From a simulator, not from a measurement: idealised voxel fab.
process module | voxel spacer lines
cross-section cut | 150 nm wide | cells 5 nm
A cross-section is a grid of square cells, given in bands from the top down. A band is one or more rows of cells.
Each band's line starts with the height of the band's top and of its bottom, in nm. Then come its materials from left to right, each with its width in nm. One material with "throughout" fills the band from edge to edge. "air" is empty space.
Height 0 is the level under which the wafer as received is all one material. The lowest band goes on downwards, as in "0 down".
A width such as "30 to 40" changes by the same amount from each row of cells to the next, from the band's top row to its bottom row.
"no change" after a step means that no cell of the cross-section changed.
closed voids: empty space of 8 cells or more with no open way to the top, each as width x height at its distance from the left edge, in nm
after a step's settings: what the simulator itself notes on the step
overlay nm, on a step with a mask: how far to the right of its planned place the mask lay; to the left if negative
plan
1 op RECEIVE | material Si
2 op CONFORMAL_DEP | material Al2O3 | thk nm 5
3 op DIRECTIONAL_DEP | material W | thk nm 10
4 op DIRECTIONAL_DEP | material polySi | thk nm 20
5 op PATTERN | tone cover | mask id MANDREL | material resist | width nm 15 | pitch nm 50 | thk nm 25 | overlay nm 0
6 op DIRECTIONAL_ETCH | etch materials polySi | depth nm 20
7 op STRIP | etch materials resist
8 op CONFORMAL_DEP | material SiN | thk nm 10
9 op DIRECTIONAL_ETCH | etch materials SiN | depth nm 10
10 op STRIP | etch materials polySi
11 op DIRECTIONAL_ETCH | etch materials W | depth nm 10
12 op STRIP | etch materials SiN
13 op FILL_DEP | material SiO2 | thk nm 5
14 op CMP | height nm 15
as received, after step 1
  0 down: Si throughout
  closed voids: none
first wafer at the end, as planned
  15 to 5: SiO2 30 | W 10 | SiO2 15 | W 10 | SiO2 15 | W 10 | SiO2 15 | W 10 | SiO2 35
  5 to 0: Al2O3 throughout
  0 down: Si throughout
  closed voids: none
second wafer at the end: like start, like plan, one mistake
  15 to 10: Al2O3 throughout
  10 to 0: W throughout
  0 down: Si throughout
  closed voids: none
what went wrong: steps 2 and 3 were swapped
at the end the second wafer has, in cells: 44 fewer of SiO2 | 44 more of W
